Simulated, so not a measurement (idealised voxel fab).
The process module that follows is named voxel transistor to metal.
The cross-section on display is named cut; it measures 215 nm wide, and its cells are 5 nm squares.
Each cross-section below is a grid of square cells, stated as bands in top-down order, with one or more rows of cells making up each band.
The band entry comprises the height of the band's top followed by the height of its bottom, expressed in nm, and subsequently the band's materials from left to right, each stated together with its width in nm. Where a single material is marked with the word "full width", that material fills the band from edge to edge. The word "blank" represents empty space.
We count height from 0. Below that, the starting wafer is all one material. The lowest band never ends at the bottom but goes on down; see "0 and below" for how that is written.
Think of "30 to 40" as a width that walks from the first number to the second as you go down the band, top row to bottom row, taking equal-sized steps from row to row.
"no modifications" -> step changed no cross-section cell.
"Voids, sealed": empty spaces of 8 cells or more with no open way to the top, each given as width x height at distance, distance from the left edge, all in nm.
On a step's line, text after the settings is the simulator commenting on that step.
You can add "overlay nm" to a step's line. For a step with a mask, it describes how far the mask lay to the right of its planned position, and a negative number describes a lay to the left.
# Listed below are the process steps as planned
step 1: RECEIVE (material Si)
step 2: OXIDIZE (depth nm 5)
step 3: CONFORMAL_DEP (material SiN; thk nm 15)
step 4: DIRECTIONAL_DEP (material aC; thk nm 10)
step 5: PATTERN (tone cover; mask id ACTIVE; material resist; width nm 115; thk nm 25; overlay nm 0)
step 6: DIRECTIONAL_ETCH (etch materials aC; depth nm 10)
step 7: STRIP (etch materials resist)
step 8: DIRECTIONAL_ETCH (etch materials SiN; depth nm 15)
step 9: DIRECTIONAL_ETCH (etch materials SiO2; depth nm 5)
step 10: DIRECTIONAL_ETCH (etch materials Si; depth nm 25)
step 11: STRIP (etch materials aC)
step 12: OXIDIZE (depth nm 5)
step 13: FILL_DEP (material SiO2; thk nm 15)
step 14: CMP (height nm 15)
step 15: SELECTIVE_ETCH (etch materials SiO2; depth nm 15)
step 16: STRIP (etch materials SiN)
step 17: SELECTIVE_ETCH (etch materials SiO2; depth nm 5)
step 18: OXIDIZE (depth nm 5)
step 19: DIRECTIONAL_DEP (material polySi; thk nm 20)
step 20: DIRECTIONAL_DEP (material SiCN; thk nm 10)
step 21: PATTERN (tone cover; mask id GATE; material resist; width nm 25; thk nm 20; overlay nm 0)
step 22: DIRECTIONAL_ETCH (etch materials SiCN; depth nm 20)
step 23: DIRECTIONAL_ETCH (etch materials polySi; depth nm 30)
step 24: STRIP (etch materials resist)
step 25: CONFORMAL_DEP (material SiN; thk nm 5)
step 26: DIRECTIONAL_ETCH (etch materials SiN; depth nm 5)
step 27: DIRECTIONAL_ETCH (etch materials SiO2; depth nm 5)
step 28: DIRECTIONAL_ETCH (etch materials Si; depth nm 15)
step 29: EPI (material SiGe; thk nm 15)
step 30: FILL_DEP (material SiO2; thk nm 10)
step 31: CMP (height nm 15)
step 32: STRIP (etch materials polySi)
step 33: SELECTIVE_ETCH (etch materials SiO2; depth nm 5)
step 34: CONFORMAL_DEP (material HfO2; thk nm 5)
step 35: CONFORMAL_DEP (material TiN; thk nm 5)
step 36: FILL_DEP (material W; thk nm 10)
step 37: CMP (height nm 10)
step 38: DIRECTIONAL_DEP (material SiO2; thk nm 15)
step 39: PATTERN (tone open; mask id CONTACT; material resist; width nm 20; pitch nm 85; thk nm 20; overlay nm 0)
step 40: DIRECTIONAL_ETCH (etch materials SiO2; depth nm 35)
step 41: STRIP (etch materials resist)
step 42: CONFORMAL_DEP (material TiN; thk nm 5)
step 43: FILL_DEP (material W; thk nm 10)
step 44: CMP (height nm 25)
step 45: DIRECTIONAL_DEP (material TiN; thk nm 5)
step 46: DIRECTIONAL_DEP (material Ru; thk nm 15)
step 47: PATTERN (tone cover; mask id METAL_1; material resist; width nm 20; pitch nm 85; thk nm 20; overlay nm 0)
step 48: DIRECTIONAL_ETCH (etch materials Ru; depth nm 15)
step 49: DIRECTIONAL_ETCH (etch materials TiN; depth nm 5)
step 50: STRIP (etch materials resist)
step 51: CONFORMAL_DEP (material SiCN; thk nm 5)
step 52: FILL_DEP (material lowk; thk nm 10)
step 53: CMP (height nm 45)
step 54: CONFORMAL_DEP (material SiCN; thk nm 5)
# First of the two wafers, run per plan
# As-received state of the wafer in cross-section, equivalent to post-step 1
0 and below = Si full width
Voids, sealed: none
# The following cross-section depicts the wafer upon completion of step 2
0 down to -5 = SiO2 full width
Below -5, the layers are the same as they were.
# The following cross-section depicts the wafer upon completion of step 3
15 down to 0 = SiN full width
Below 0, the layers are the same as they were.
# The following cross-section depicts the wafer upon completion of step 4
25 down to 15 = aC full width
Below 15, the layers are the same as they were.
# The following cross-section depicts the wafer upon completion of step 5
50 down to 25 = blank (50), resist (115), blank (50)
Below 25, the layers are the same as they were.
# The following cross-section depicts the wafer upon completion of step 6
40 down to 25 = blank (50), resist (115), blank (50)
25 down to 15 = blank (50), aC (115), blank (50)
Below 15, the layers are the same as they were.
# The following cross-section depicts the wafer upon completion of step 7
25 down to 15 = blank (50), aC (115), blank (50)
Below 15, the layers are the same as they were.
# The following cross-section depicts the wafer upon completion of step 8
25 down to 15 = blank (50), aC (115), blank (50)
15 down to 0 = blank (50), SiN (115), blank (50)
Below 0, the layers are the same as they were.
# The following cross-section depicts the wafer upon completion of step 9
25 down to 15 = blank (50), aC (115), blank (50)
15 down to 0 = blank (50), SiN (115), blank (50)
0 down to -5 = blank (50), SiO2 (115), blank (50)
Below -5, the layers are the same as they were.
# The following cross-section depicts the wafer upon completion of step 10
25 down to 15 = blank (50), aC (115), blank (50)
15 down to 0 = blank (50), SiN (115), blank (50)
0 down to -5 = blank (50), SiO2 (115), blank (50)
-5 down to -30 = blank (50), Si (115), blank (50)
Below -30, the layers are the same as they were.
# The following cross-section depicts the wafer upon completion of step 11
15 down to 0 = blank (50), SiN (115), blank (50)
Below 0, the layers are the same as they were.
# The following cross-section depicts the wafer upon completion of step 12
15 down to 0 = blank (50), SiN (115), blank (50)
0 down to -5 = blank (50), SiO2 (115), blank (50)
-5 down to -30 = blank (50), SiO2 (5), Si (105), SiO2 (5), blank (50)
-30 down to -35 = SiO2 (55), Si (105), SiO2 (55)
Below -35, the layers are the same as they were.
# The following cross-section depicts the wafer upon completion of step 13
30 down to 15 = SiO2 full width
15 down to 0 = SiO2 (50), SiN (115), SiO2 (50)
0 down to -5 = SiO2 full width
-5 down to -35 = SiO2 (55), Si (105), SiO2 (55)
Below -35, the layers are the same as they were.
# The following cross-section depicts the wafer upon completion of step 14
15 down to 0 = SiO2 (50), SiN (115), SiO2 (50)
Below 0, the layers are the same as they were.
# The following cross-section depicts the wafer upon completion of step 15
15 down to 0 = blank (50), SiN (115), blank (50)
Below 0, the layers are the same as they were.
# The following cross-section depicts the wafer upon completion of step 16
0 down to -5 = SiO2 full width
Below -5, the layers are the same as they were.
# The following cross-section depicts the wafer upon completion of step 17
-5 down to -35 = SiO2 (55), Si (105), SiO2 (55)
Below -35, the layers are the same as they were.
# The following cross-section depicts the wafer upon completion of step 18
-5 down to -10 = SiO2 full width
Below -10, the layers are the same as they were.
# The following cross-section depicts the wafer upon completion of step 19
15 down to -5 = polySi full width
Below -5, the layers are the same as they were.
# The following cross-section depicts the wafer upon completion of step 20
25 down to 15 = SiCN full width
Below 15, the layers are the same as they were.
# The following cross-section depicts the wafer upon completion of step 21
45 down to 25 = blank (95), resist (25), blank (95)
Below 25, the layers are the same as they were.
# The following cross-section depicts the wafer upon completion of step 22
45 down to 25 = blank (95), resist (25), blank (95)
25 down to 15 = blank (95), SiCN (25), blank (95)
Below 15, the layers are the same as they were.
# The following cross-section depicts the wafer upon completion of step 23
45 down to 25 = blank (95), resist (25), blank (95)
25 down to 15 = blank (95), SiCN (25), blank (95)
15 down to -5 = blank (95), polySi (25), blank (95)
Below -5, the layers are the same as they were.
# The following cross-section depicts the wafer upon completion of step 24
25 down to 15 = blank (95), SiCN (25), blank (95)
Below 15, the layers are the same as they were.
# The following cross-section depicts the wafer upon completion of step 25
30 down to 25 = blank (90), SiN (35), blank (90)
25 down to 15 = blank (90), SiN (5), SiCN (25), SiN (5), blank (90)
15 down to 0 = blank (90), SiN (5), polySi (25), SiN (5), blank (90)
0 down to -5 = SiN (95), polySi (25), SiN (95)
Below -5, the layers are the same as they were.
# The following cross-section depicts the wafer upon completion of step 26
25 down to 15 = blank (90), SiN (5), SiCN (25), SiN (5), blank (90)
15 down to -5 = blank (90), SiN (5), polySi (25), SiN (5), blank (90)
Below -5, the layers are the same as they were.
# The following cross-section depicts the wafer upon completion of step 27
25 down to 15 = blank (90), SiN (5), SiCN (25), SiN (5), blank (90)
15 down to -5 = blank (90), SiN (5), polySi (25), SiN (5), blank (90)
-5 down to -10 = blank (90), SiO2 (35), blank (90)
Below -10, the layers are the same as they were.
# The following cross-section depicts the wafer upon completion of step 28
25 down to 15 = blank (90), SiN (5), SiCN (25), SiN (5), blank (90)
15 down to -5 = blank (90), SiN (5), polySi (25), SiN (5), blank (90)
-5 down to -10 = blank (90), SiO2 (35), blank (90)
-10 down to -25 = SiO2 (55), blank (35), Si (35), blank (35), SiO2 (55)
Below -25, the layers are the same as they were.
# The following cross-section depicts the wafer upon completion of step 29
25 down to 15 = blank (90), SiN (5), SiCN (25), SiN (5), blank (90)
15 down to 5 = blank (90), SiN (5), polySi (25), SiN (5), blank (90)
5 down to -5 = blank (75), SiGe (15), SiN (5), polySi (25), SiN (5), SiGe (15), blank (75)
-5 down to -10 = blank (75), SiGe (15), SiO2 (35), SiGe (15), blank (75)
-10 down to -25 = SiO2 (55), SiGe (35), Si (35), SiGe (35), SiO2 (55)
Below -25, the layers are the same as they were.
# The following cross-section depicts the wafer upon completion of step 30
35 down to 25 = SiO2 full width
25 down to 15 = SiO2 (90), SiN (5), SiCN (25), SiN (5), SiO2 (90)
15 down to 5 = SiO2 (90), SiN (5), polySi (25), SiN (5), SiO2 (90)
5 down to -5 = SiO2 (75), SiGe (15), SiN (5), polySi (25), SiN (5), SiGe (15), SiO2 (75)
-5 down to -10 = SiO2 (75), SiGe (15), SiO2 (35), SiGe (15), SiO2 (75)
Below -10, the layers are the same as they were.
# The following cross-section depicts the wafer upon completion of step 31
15 down to 5 = SiO2 (90), SiN (5), polySi (25), SiN (5), SiO2 (90)
Below 5, the layers are the same as they were.
# The following cross-section depicts the wafer upon completion of step 32
15 down to 5 = SiO2 (90), SiN (5), blank (25), SiN (5), SiO2 (90)
5 down to -5 = SiO2 (75), SiGe (15), SiN (5), blank (25), SiN (5), SiGe (15), SiO2 (75)
Below -5, the layers are the same as they were.
# The following cross-section depicts the wafer upon completion of step 33
15 down to 10 = blank (90), SiN (5), blank (25), SiN (5), blank (90)
10 down to 5 = SiO2 (90), SiN (5), blank (25), SiN (5), SiO2 (90)
5 down to -5 = SiO2 (75), SiGe (15), SiN (5), blank (25), SiN (5), SiGe (15), SiO2 (75)
-5 down to -10 = SiO2 (75), SiGe (15), blank (35), SiGe (15), SiO2 (75)
Below -10, the layers are the same as they were.
# The following cross-section depicts the wafer upon completion of step 34
20 down to 15 = blank (85), HfO2 (15), blank (15), HfO2 (15), blank (85)
15 down to 10 = HfO2 (90), SiN (5), HfO2 (5), blank (15), HfO2 (5), SiN (5), HfO2 (90)
10 down to 5 = SiO2 (90), SiN (5), HfO2 (5), blank (15), HfO2 (5), SiN (5), SiO2 (90)
5 down to -5 = SiO2 (75), SiGe (15), SiN (5), HfO2 (5), blank (15), HfO2 (5), SiN (5), SiGe (15), SiO2 (75)
-5 down to -10 = SiO2 (75), SiGe (15), HfO2 (35), SiGe (15), SiO2 (75)
Below -10, the layers are the same as they were.
# The following cross-section depicts the wafer upon completion of step 35
25 down to 20 = blank (80), TiN (25), blank (5), TiN (25), blank (80)
20 down to 15 = TiN (85), HfO2 (15), TiN (5), blank (5), TiN (5), HfO2 (15), TiN (85)
15 down to 10 = HfO2 (90), SiN (5), HfO2 (5), TiN (5), blank (5), TiN (5), HfO2 (5), SiN (5), HfO2 (90)
10 down to 5 = SiO2 (90), SiN (5), HfO2 (5), TiN (5), blank (5), TiN (5), HfO2 (5), SiN (5), SiO2 (90)
5 down to 0 = SiO2 (75), SiGe (15), SiN (5), HfO2 (5), TiN (5), blank (5), TiN (5), HfO2 (5), SiN (5), SiGe (15), SiO2 (75)
0 down to -5 = SiO2 (75), SiGe (15), SiN (5), HfO2 (5), TiN (15), HfO2 (5), SiN (5), SiGe (15), SiO2 (75)
Below -5, the layers are the same as they were.
# The following cross-section depicts the wafer upon completion of step 36
35 down to 25 = W full width
25 down to 20 = W (80), TiN (25), W (5), TiN (25), W (80)
20 down to 15 = TiN (85), HfO2 (15), TiN (5), W (5), TiN (5), HfO2 (15), TiN (85)
15 down to 10 = HfO2 (90), SiN (5), HfO2 (5), TiN (5), W (5), TiN (5), HfO2 (5), SiN (5), HfO2 (90)
10 down to 5 = SiO2 (90), SiN (5), HfO2 (5), TiN (5), W (5), TiN (5), HfO2 (5), SiN (5), SiO2 (90)
5 down to 0 = SiO2 (75), SiGe (15), SiN (5), HfO2 (5), TiN (5), W (5), TiN (5), HfO2 (5), SiN (5), SiGe (15), SiO2 (75)
Below 0, the layers are the same as they were.
# The following cross-section depicts the wafer upon completion of step 37
10 down to 5 = SiO2 (90), SiN (5), HfO2 (5), TiN (5), W (5), TiN (5), HfO2 (5), SiN (5), SiO2 (90)
Below 5, the layers are the same as they were.
# The following cross-section depicts the wafer upon completion of step 38
25 down to 10 = SiO2 full width
Below 10, the layers are the same as they were.
# The following cross-section depicts the wafer upon completion of step 39
45 down to 25 = resist (55), blank (20), resist (65), blank (20), resist (55)
Below 25, the layers are the same as they were.
# The following cross-section depicts the wafer upon completion of step 40
45 down to 25 = resist (55), blank (20), resist (65), blank (20), resist (55)
25 down to 10 = SiO2 (55), blank (20), SiO2 (65), blank (20), SiO2 (55)
10 down to 5 = SiO2 (55), blank (20), SiO2 (15), SiN (5), HfO2 (5), TiN (5), W (5), TiN (5), HfO2 (5), SiN (5), SiO2 (15), blank (20), SiO2 (55)
5 down to 0 = SiO2 (55), blank (20), SiGe (15), SiN (5), HfO2 (5), TiN (5), W (5), TiN (5), HfO2 (5), SiN (5), SiGe (15), blank (20), SiO2 (55)
0 down to -5 = SiO2 (55), blank (20), SiGe (15), SiN (5), HfO2 (5), TiN (15), HfO2 (5), SiN (5), SiGe (15), blank (20), SiO2 (55)
-5 down to -10 = SiO2 (55), blank (20), SiGe (15), HfO2 (35), SiGe (15), blank (20), SiO2 (55)
Below -10, the layers are the same as they were.
# The following cross-section depicts the wafer upon completion of step 41
25 down to 10 = SiO2 (55), blank (20), SiO2 (65), blank (20), SiO2 (55)
Below 10, the layers are the same as they were.
# The following cross-section depicts the wafer upon completion of step 42
30 down to 25 = TiN (60), blank (10), TiN (75), blank (10), TiN (60)
25 down to 10 = SiO2 (55), TiN (5), blank (10), TiN (5), SiO2 (65), TiN (5), blank (10), TiN (5), SiO2 (55)
10 down to 5 = SiO2 (55), TiN (5), blank (10), TiN (5), SiO2 (15), SiN (5), HfO2 (5), TiN (5), W (5), TiN (5), HfO2 (5), SiN (5), SiO2 (15), TiN (5), blank (10), TiN (5), SiO2 (55)
5 down to 0 = SiO2 (55), TiN (5), blank (10), TiN (5), SiGe (15), SiN (5), HfO2 (5), TiN (5), W (5), TiN (5), HfO2 (5), SiN (5), SiGe (15), TiN (5), blank (10), TiN (5), SiO2 (55)
0 down to -5 = SiO2 (55), TiN (5), blank (10), TiN (5), SiGe (15), SiN (5), HfO2 (5), TiN (15), HfO2 (5), SiN (5), SiGe (15), TiN (5), blank (10), TiN (5), SiO2 (55)
-5 down to -10 = SiO2 (55), TiN (20), SiGe (15), HfO2 (35), SiGe (15), TiN (20), SiO2 (55)
Below -10, the layers are the same as they were.
# The following cross-section depicts the wafer upon completion of step 43
40 down to 30 = W full width
30 down to 25 = TiN (60), W (10), TiN (75), W (10), TiN (60)
25 down to 10 = SiO2 (55), TiN (5), W (10), TiN (5), SiO2 (65), TiN (5), W (10), TiN (5), SiO2 (55)
10 down to 5 = SiO2 (55), TiN (5), W (10), TiN (5), SiO2 (15), SiN (5), HfO2 (5), TiN (5), W (5), TiN (5), HfO2 (5), SiN (5), SiO2 (15), TiN (5), W (10), TiN (5), SiO2 (55)
5 down to 0 = SiO2 (55), TiN (5), W (10), TiN (5), SiGe (15), SiN (5), HfO2 (5), TiN (5), W (5), TiN (5), HfO2 (5), SiN (5), SiGe (15), TiN (5), W (10), TiN (5), SiO2 (55)
0 down to -5 = SiO2 (55), TiN (5), W (10), TiN (5), SiGe (15), SiN (5), HfO2 (5), TiN (15), HfO2 (5), SiN (5), SiGe (15), TiN (5), W (10), TiN (5), SiO2 (55)
Below -5, the layers are the same as they were.
# The following cross-section depicts the wafer upon completion of step 44
25 down to 10 = SiO2 (55), TiN (5), W (10), TiN (5), SiO2 (65), TiN (5), W (10), TiN (5), SiO2 (55)
Below 10, the layers are the same as they were.
# The following cross-section depicts the wafer upon completion of step 45
30 down to 25 = TiN full width
Below 25, the layers are the same as they were.
# The following cross-section depicts the wafer upon completion of step 46
45 down to 30 = Ru full width
Below 30, the layers are the same as they were.
# The following cross-section depicts the wafer upon completion of step 47
65 down to 45 = blank (55), resist (20), blank (65), resist (20), blank (55)
Below 45, the layers are the same as they were.
# The following cross-section depicts the wafer upon completion of step 48
65 down to 45 = blank (55), resist (20), blank (65), resist (20), blank (55)
45 down to 30 = blank (55), Ru (20), blank (65), Ru (20), blank (55)
Below 30, the layers are the same as they were.
# The following cross-section depicts the wafer upon completion of step 49
65 down to 45 = blank (55), resist (20), blank (65), resist (20), blank (55)
45 down to 30 = blank (55), Ru (20), blank (65), Ru (20), blank (55)
30 down to 25 = blank (55), TiN (20), blank (65), TiN (20), blank (55)
Below 25, the layers are the same as they were.
# The following cross-section depicts the wafer upon completion of step 50
45 down to 30 = blank (55), Ru (20), blank (65), Ru (20), blank (55)
Below 30, the layers are the same as they were.
# The following cross-section depicts the wafer upon completion of step 51
50 down to 45 = blank (50), SiCN (30), blank (55), SiCN (30), blank (50)
45 down to 30 = blank (50), SiCN (5), Ru (20), SiCN (5), blank (55), SiCN (5), Ru (20), SiCN (5), blank (50)
30 down to 25 = SiCN (55), TiN (20), SiCN (65), TiN (20), SiCN (55)
Below 25, the layers are the same as they were.
# The following cross-section depicts the wafer upon completion of step 52
60 down to 50 = lowk full width
50 down to 45 = lowk (50), SiCN (30), lowk (55), SiCN (30), lowk (50)
45 down to 30 = lowk (50), SiCN (5), Ru (20), SiCN (5), lowk (55), SiCN (5), Ru (20), SiCN (5), lowk (50)
Below 30, the layers are the same as they were.
# The following cross-section depicts the wafer upon completion of step 53
45 down to 30 = lowk (50), SiCN (5), Ru (20), SiCN (5), lowk (55), SiCN (5), Ru (20), SiCN (5), lowk (50)
Below 30, the layers are the same as they were.
# The following cross-section depicts the wafer upon completion of step 54
50 down to 45 = SiCN full width
Below 45, the layers are the same as they were.
# Second wafer - shared start and plan with the first - one error in running - same as the first up to step 28 inclusive
# Second wafer, cut view, end of step 29 per plan
25 down to 20 = blank (90), SiN (5), SiCN (25), SiN (5), blank (90)
20 down to 15 = blank (60), SiGe (30), SiN (5), SiCN (25), SiN (5), SiGe (30), blank (60)
15 down to 5 = blank (60), SiGe (30), SiN (5), polySi (25), SiN (5), SiGe (30), blank (60)
5 down to -5 = blank (40), SiGe (50), SiN (5), polySi (25), SiN (5), SiGe (50), blank (40)
-5 down to -10 = blank (40), SiGe (50), SiO2 (35), SiGe (50), blank (40)
-10 down to -25 = SiO2 (55), SiGe (35), Si (35), SiGe (35), SiO2 (55)
Below -25, the layers are the same as they were.
# Second wafer, cut view, end of step 30 per plan
35 down to 25 = SiO2 full width
25 down to 20 = SiO2 (90), SiN (5), SiCN (25), SiN (5), SiO2 (90)
20 down to 15 = SiO2 (60), SiGe (30), SiN (5), SiCN (25), SiN (5), SiGe (30), SiO2 (60)
15 down to 5 = SiO2 (60), SiGe (30), SiN (5), polySi (25), SiN (5), SiGe (30), SiO2 (60)
5 down to -5 = SiO2 (40), SiGe (50), SiN (5), polySi (25), SiN (5), SiGe (50), SiO2 (40)
-5 down to -10 = SiO2 (40), SiGe (50), SiO2 (35), SiGe (50), SiO2 (40)
Below -10, the layers are the same as they were.
# Second wafer, cut view, end of step 31 per plan
15 down to 5 = SiO2 (60), SiGe (30), SiN (5), polySi (25), SiN (5), SiGe (30), SiO2 (60)
Below 5, the layers are the same as they were.
# Second wafer, cut view, end of step 32 per plan
15 down to 5 = SiO2 (60), SiGe (30), SiN (5), blank (25), SiN (5), SiGe (30), SiO2 (60)
5 down to -5 = SiO2 (40), SiGe (50), SiN (5), blank (25), SiN (5), SiGe (50), SiO2 (40)
Below -5, the layers are the same as they were.
# Second wafer, cut view, end of step 33 per plan
15 down to 10 = blank (60), SiGe (30), SiN (5), blank (25), SiN (5), SiGe (30), blank (60)
10 down to 5 = SiO2 (60), SiGe (30), SiN (5), blank (25), SiN (5), SiGe (30), SiO2 (60)
5 down to -5 = SiO2 (40), SiGe (50), SiN (5), blank (25), SiN (5), SiGe (50), SiO2 (40)
-5 down to -10 = SiO2 (40), SiGe (50), blank (35), SiGe (50), SiO2 (40)
Below -10, the layers are the same as they were.
# Second wafer, cut view, end of step 34 per plan
20 down to 15 = blank (55), HfO2 (45), blank (15), HfO2 (45), blank (55)
15 down to 10 = HfO2 (60), SiGe (30), SiN (5), HfO2 (5), blank (15), HfO2 (5), SiN (5), SiGe (30), HfO2 (60)
10 down to 5 = SiO2 (60), SiGe (30), SiN (5), HfO2 (5), blank (15), HfO2 (5), SiN (5), SiGe (30), SiO2 (60)
5 down to -5 = SiO2 (40), SiGe (50), SiN (5), HfO2 (5), blank (15), HfO2 (5), SiN (5), SiGe (50), SiO2 (40)
-5 down to -10 = SiO2 (40), SiGe (50), HfO2 (35), SiGe (50), SiO2 (40)
Below -10, the layers are the same as they were.
# Second wafer, cut view, end of step 35 per plan
25 down to 20 = blank (50), TiN (55), blank (5), TiN (55), blank (50)
20 down to 15 = TiN (55), HfO2 (45), TiN (5), blank (5), TiN (5), HfO2 (45), TiN (55)
15 down to 10 = HfO2 (60), SiGe (30), SiN (5), HfO2 (5), TiN (5), blank (5), TiN (5), HfO2 (5), SiN (5), SiGe (30), HfO2 (60)
10 down to 0 = SiO2 (60 to 40), SiGe (30 to 50), SiN (5), HfO2 (5), TiN (5), blank (5), TiN (5), HfO2 (5), SiN (5), SiGe (30 to 50), SiO2 (60 to 40)
0 down to -5 = SiO2 (40), SiGe (50), SiN (5), HfO2 (5), TiN (15), HfO2 (5), SiN (5), SiGe (50), SiO2 (40)
Below -5, the layers are the same as they were.
# Second wafer, cut view, end of step 36 per plan
35 down to 25 = W full width
25 down to 20 = W (50), TiN (55), W (5), TiN (55), W (50)
20 down to 15 = TiN (55), HfO2 (45), TiN (5), W (5), TiN (5), HfO2 (45), TiN (55)
15 down to 10 = HfO2 (60), SiGe (30), SiN (5), HfO2 (5), TiN (5), W (5), TiN (5), HfO2 (5), SiN (5), SiGe (30), HfO2 (60)
10 down to 0 = SiO2 (60 to 40), SiGe (30 to 50), SiN (5), HfO2 (5), TiN (5), W (5), TiN (5), HfO2 (5), SiN (5), SiGe (30 to 50), SiO2 (60 to 40)
Below 0, the layers are the same as they were.
# Second wafer, cut view, end of step 37 per plan
10 down to 0 = SiO2 (60 to 40), SiGe (30 to 50), SiN (5), HfO2 (5), TiN (5), W (5), TiN (5), HfO2 (5), SiN (5), SiGe (30 to 50), SiO2 (60 to 40)
Below 0, the layers are the same as they were.
# Second wafer, cut view, end of step 38 per plan
25 down to 10 = SiO2 full width
Below 10, the layers are the same as they were.
# Second wafer, cut view, end of step 39 per plan
45 down to 25 = resist (55), blank (20), resist (65), blank (20), resist (55)
Below 25, the layers are the same as they were.
# Second wafer, cut view, end of step 40 per plan
45 down to 25 = resist (55), blank (20), resist (65), blank (20), resist (55)
25 down to 10 = SiO2 (55), blank (20), SiO2 (65), blank (20), SiO2 (55)
10 down to 5 = SiO2 (55), blank (5), SiGe (30), SiN (5), HfO2 (5), TiN (5), W (5), TiN (5), HfO2 (5), SiN (5), SiGe (30), blank (5), SiO2 (55)
Below 5, the layers are the same as they were.
# Second wafer, cut view, end of step 41 per plan
25 down to 10 = SiO2 (55), blank (20), SiO2 (65), blank (20), SiO2 (55)
Below 10, the layers are the same as they were.
# Second wafer, cut view, end of step 42 per plan
30 down to 25 = TiN (60), blank (10), TiN (75), blank (10), TiN (60)
25 down to 15 = SiO2 (55), TiN (5), blank (10), TiN (5), SiO2 (65), TiN (5), blank (10), TiN (5), SiO2 (55)
15 down to 10 = SiO2 (55), TiN (20), SiO2 (65), TiN (20), SiO2 (55)
10 down to 5 = SiO2 (55), TiN (5), SiGe (30), SiN (5), HfO2 (5), TiN (5), W (5), TiN (5), HfO2 (5), SiN (5), SiGe (30), TiN (5), SiO2 (55)
Below 5, the layers are the same as they were.
# Second wafer, cut view, end of step 43 per plan
40 down to 30 = W full width
30 down to 25 = TiN (60), W (10), TiN (75), W (10), TiN (60)
25 down to 15 = SiO2 (55), TiN (5), W (10), TiN (5), SiO2 (65), TiN (5), W (10), TiN (5), SiO2 (55)
Below 15, the layers are the same as they were.
# Second wafer, cut view, end of step 44 per plan
25 down to 15 = SiO2 (55), TiN (5), W (10), TiN (5), SiO2 (65), TiN (5), W (10), TiN (5), SiO2 (55)
Below 15, the layers are the same as they were.
# Second wafer, cut view, end of step 45 per plan
30 down to 25 = TiN full width
Below 25, the layers are the same as they were.
# Second wafer, cut view, end of step 46 per plan
45 down to 30 = Ru full width
Below 30, the layers are the same as they were.
# Second wafer, cut view, end of step 47 per plan
65 down to 45 = blank (55), resist (20), blank (65), resist (20), blank (55)
Below 45, the layers are the same as they were.
# Second wafer, cut view, end of step 48 per plan
65 down to 45 = blank (55), resist (20), blank (65), resist (20), blank (55)
45 down to 30 = blank (55), Ru (20), blank (65), Ru (20), blank (55)
Below 30, the layers are the same as they were.
# Second wafer, cut view, end of step 49 per plan
65 down to 45 = blank (55), resist (20), blank (65), resist (20), blank (55)
45 down to 30 = blank (55), Ru (20), blank (65), Ru (20), blank (55)
30 down to 25 = blank (55), TiN (20), blank (65), TiN (20), blank (55)
Below 25, the layers are the same as they were.
# Second wafer, cut view, end of step 50 per plan
45 down to 30 = blank (55), Ru (20), blank (65), Ru (20), blank (55)
Below 30, the layers are the same as they were.
# Second wafer, cut view, end of step 51 per plan
50 down to 45 = blank (50), SiCN (30), blank (55), SiCN (30), blank (50)
45 down to 30 = blank (50), SiCN (5), Ru (20), SiCN (5), blank (55), SiCN (5), Ru (20), SiCN (5), blank (50)
30 down to 25 = SiCN (55), TiN (20), SiCN (65), TiN (20), SiCN (55)
Below 25, the layers are the same as they were.
# Second wafer, cut view, end of step 52 per plan
60 down to 50 = lowk full width
50 down to 45 = lowk (50), SiCN (30), lowk (55), SiCN (30), lowk (50)
45 down to 30 = lowk (50), SiCN (5), Ru (20), SiCN (5), lowk (55), SiCN (5), Ru (20), SiCN (5), lowk (50)
Below 30, the layers are the same as they were.
# Second wafer, cut view, end of step 53 per plan
45 down to 30 = lowk (50), SiCN (5), Ru (20), SiCN (5), lowk (55), SiCN (5), Ru (20), SiCN (5), lowk (50)
Below 30, the layers are the same as they were.
# Second wafer, cut view, end of step 54 per plan
50 down to 45 = SiCN full width
Below 45, the layers are the same as they were.
Against the plan, the run slipped here: yeah, plan step 29 got run twice
Heads up, by the end the second wafer has more or fewer cells of some materials compared to the first: SiGe +54; SiO2 -24; TiN -14; W -16
